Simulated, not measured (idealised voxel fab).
The process module that follows is named voxel trench capacitor.
The cross-section on display is named cut; it measures 260 nm wide, and its cells are 5 nm squares.
We lay out every cross-section as a grid of square cells and spell it out in bands from the top down, where one band means one or more rows of cells.
Look at the band entry: it leads with the top's height and the bottom's height in nm. Then it lists the materials left to right, with a width in nm for each. The word "throughout" on a single material says that material fills the band edge to edge. The word "blank" is empty space.
Beneath 0, the wafer as received is one material, and that level is where height counting begins. The lowest band goes on downward without a bottom; it is written like "z 0 and below".
Top row gets the first number, bottom row gets the second, and each row in between changes by the same step: that is how a band width like "30..40" works.
When a step is marked "remained the same", none of the cells in the cross-section changed during that step.
Entry "Non-vented voids". Content: empty spaces with no open connection to the top, size 8 cells or greater. Each: width x height at distance. Distance: from left edge. Unit: nm.
Note: text after step settings on the step line = simulator remark on that step.
Regarding "overlay nm": on a step with a mask, it is the distance the mask lay to the right of its planned place; a negative value places it to the left.

Steps planned for the process
- 1: RECEIVE | material Si
- 2: CONFORMAL_DEP | material SiN | thk nm 5
- 3: DIRECTIONAL_DEP | material aC | thk nm 15
- 4: PATTERN | tone open | mask id TRENCH | material resist | width nm 15 | pitch nm 40 | thk nm 35 | overlay nm 0
- 5: DIRECTIONAL_ETCH | etch materials aC | depth nm 15
- 6: STRIP | etch materials resist
- 7: DIRECTIONAL_ETCH | etch materials SiN | depth nm 5
- 8: DIRECTIONAL_ETCH | etch materials Si | depth nm 40
- 9: STRIP | etch materials aC
- 10: CONFORMAL_DEP | material Al2O3 | thk nm 5
- 11: FILL_DEP | material polySi | thk nm 5
- 12: CMP | height nm 5

First of two wafers - as planned

So this is the incoming wafer in cross-section - it's already been through step 1
- z 0 and below | Si throughout
- Non-vented voids: none

Sectional view: wafer, after step 2
- z 5 to 0 | SiN throughout
- Below a height of 0, the structure has not been altered.

Sectional view: wafer, after step 3
- z 20 to 5 | aC throughout
- Below a height of 5, the structure has not been altered.

Sectional view: wafer, after step 4
- z 55 to 20 | resist 80  blank 15  resist 25  blank 15  resist 25  blank 15  resist 85
- Below a height of 20, the structure has not been altered.

Sectional view: wafer, after step 5
- z 40 to 20 | resist 80  blank 15  resist 25  blank 15  resist 25  blank 15  resist 85
- z 20 to 5 | aC 80  blank 15  aC 25  blank 15  aC 25  blank 15  aC 85
- Below a height of 5, the structure has not been altered.

Sectional view: wafer, after step 6
- z 20 to 5 | aC 80  blank 15  aC 25  blank 15  aC 25  blank 15  aC 85
- Below a height of 5, the structure has not been altered.

Sectional view: wafer, after step 7
- z 20 to 5 | aC 80  blank 15  aC 25  blank 15  aC 25  blank 15  aC 85
- z 5 to 0 | SiN 80  blank 15  SiN 25  blank 15  SiN 25  blank 15  SiN 85
- Below a height of 0, the structure has not been altered.

Sectional view: wafer, after step 8
- z 20 to 5 | aC 80  blank 15  aC 25  blank 15  aC 25  blank 15  aC 85
- z 5 to 0 | SiN 80  blank 15  SiN 25  blank 15  SiN 25  blank 15  SiN 85
- z 0 to -40 | Si 80  blank 15  Si 25  blank 15  Si 25  blank 15  Si 85
- Below a height of -40, the structure has not been altered.

Sectional view: wafer, after step 9
- z 5 to 0 | SiN 80  blank 15  SiN 25  blank 15  SiN 25  blank 15  SiN 85
- Below a height of 0, the structure has not been altered.

Sectional view: wafer, after step 10
- z 10 to 5 | Al2O3 85  blank 5  Al2O3 35  blank 5  Al2O3 35  blank 5  Al2O3 90
- z 5 to 0 | SiN 80  Al2O3 5  blank 5  Al2O3 5  SiN 25  Al2O3 5  blank 5  Al2O3 5  SiN 25  Al2O3 5  blank 5  Al2O3 5  SiN 85
- z 0 to -35 | Si 80  Al2O3 5  blank 5  Al2O3 5  Si 25  Al2O3 5  blank 5  Al2O3 5  Si 25  Al2O3 5  blank 5  Al2O3 5  Si 85
- z -35 to -40 | Si 80  Al2O3 15  Si 25  Al2O3 15  Si 25  Al2O3 15  Si 85
- Below a height of -40, the structure has not been altered.

Sectional view: wafer, after step 11
- z 15 to 10 | polySi throughout
- z 10 to 5 | Al2O3 85  polySi 5  Al2O3 35  polySi 5  Al2O3 35  polySi 5  Al2O3 90
- z 5 to 0 | SiN 80  Al2O3 5  polySi 5  Al2O3 5  SiN 25  Al2O3 5  polySi 5  Al2O3 5  SiN 25  Al2O3 5  polySi 5  Al2O3 5  SiN 85
- z 0 to -35 | Si 80  Al2O3 5  polySi 5  Al2O3 5  Si 25  Al2O3 5  polySi 5  Al2O3 5  Si 25  Al2O3 5  polySi 5  Al2O3 5  Si 85
- Below a height of -35, the structure has not been altered.

Sectional view: wafer, after step 12
- z 5 to 0 | SiN 80  Al2O3 5  polySi 5  Al2O3 5  SiN 25  Al2O3 5  polySi 5  Al2O3 5  SiN 25  Al2O3 5  polySi 5  Al2O3 5  SiN 85
- Below a height of 0, the structure has not been altered.

The remaining wafer, second of the two, started like the first and was run to the same plan, except that one mistake was made along the way; the two coincide through step 7, inclusive

X-section, second wafer, when step 8 was due to finish
- z 20 to 5 | aC 80  blank 15  aC 25  blank 15  aC 25  blank 15  aC 85
- z 5 to 0 | SiN 80  blank 15  SiN 25  blank 15  SiN 25  blank 15  SiN 85
- z 0 to -45 | Si 80  blank 15  Si 25  blank 15  Si 25  blank 15  Si 85
- Below a height of -45, the structure has not been altered.

X-section, second wafer, when step 9 was due to finish
- z 5 to 0 | SiN 80  blank 15  SiN 25  blank 15  SiN 25  blank 15  SiN 85
- Below a height of 0, the structure has not been altered.

X-section, second wafer, when step 10 was due to finish
- z 10 to 5 | Al2O3 85  blank 5  Al2O3 35  blank 5  Al2O3 35  blank 5  Al2O3 90
- z 5 to 0 | SiN 80  Al2O3 5  blank 5  Al2O3 5  SiN 25  Al2O3 5  blank 5  Al2O3 5  SiN 25  Al2O3 5  blank 5  Al2O3 5  SiN 85
- z 0 to -40 | Si 80  Al2O3 5  blank 5  Al2O3 5  Si 25  Al2O3 5  blank 5  Al2O3 5  Si 25  Al2O3 5  blank 5  Al2O3 5  Si 85
- z -40 to -45 | Si 80  Al2O3 15  Si 25  Al2O3 15  Si 25  Al2O3 15  Si 85
- Below a height of -45, the structure has not been altered.

X-section, second wafer, when step 11 was due to finish
- z 15 to 10 | polySi throughout
- z 10 to 5 | Al2O3 85  polySi 5  Al2O3 35  polySi 5  Al2O3 35  polySi 5  Al2O3 90
- z 5 to 0 | SiN 80  Al2O3 5  polySi 5  Al2O3 5  SiN 25  Al2O3 5  polySi 5  Al2O3 5  SiN 25  Al2O3 5  polySi 5  Al2O3 5  SiN 85
- z 0 to -40 | Si 80  Al2O3 5  polySi 5  Al2O3 5  Si 25  Al2O3 5  polySi 5  Al2O3 5  Si 25  Al2O3 5  polySi 5  Al2O3 5  Si 85
- Below a height of -40, the structure has not been altered.

X-section, second wafer, when step 12 was due to finish
- z 5 to 0 | SiN 80  Al2O3 5  polySi 5  Al2O3 5  SiN 25  Al2O3 5  polySi 5  Al2O3 5  SiN 25  Al2O3 5  polySi 5  Al2O3 5  SiN 85
- Below a height of 0, the structure has not been altered.
Which mistake was made when the wafer was run? off-plan run, step 8, actual operation and settings DIRECTIONAL_ETCH | etch materials Si | depth nm 45
Final tally in cells, some materials are higher or lower on the second wafer than on the first: Al2O3: 6 more, Si: 9 fewer, polySi: 3 more
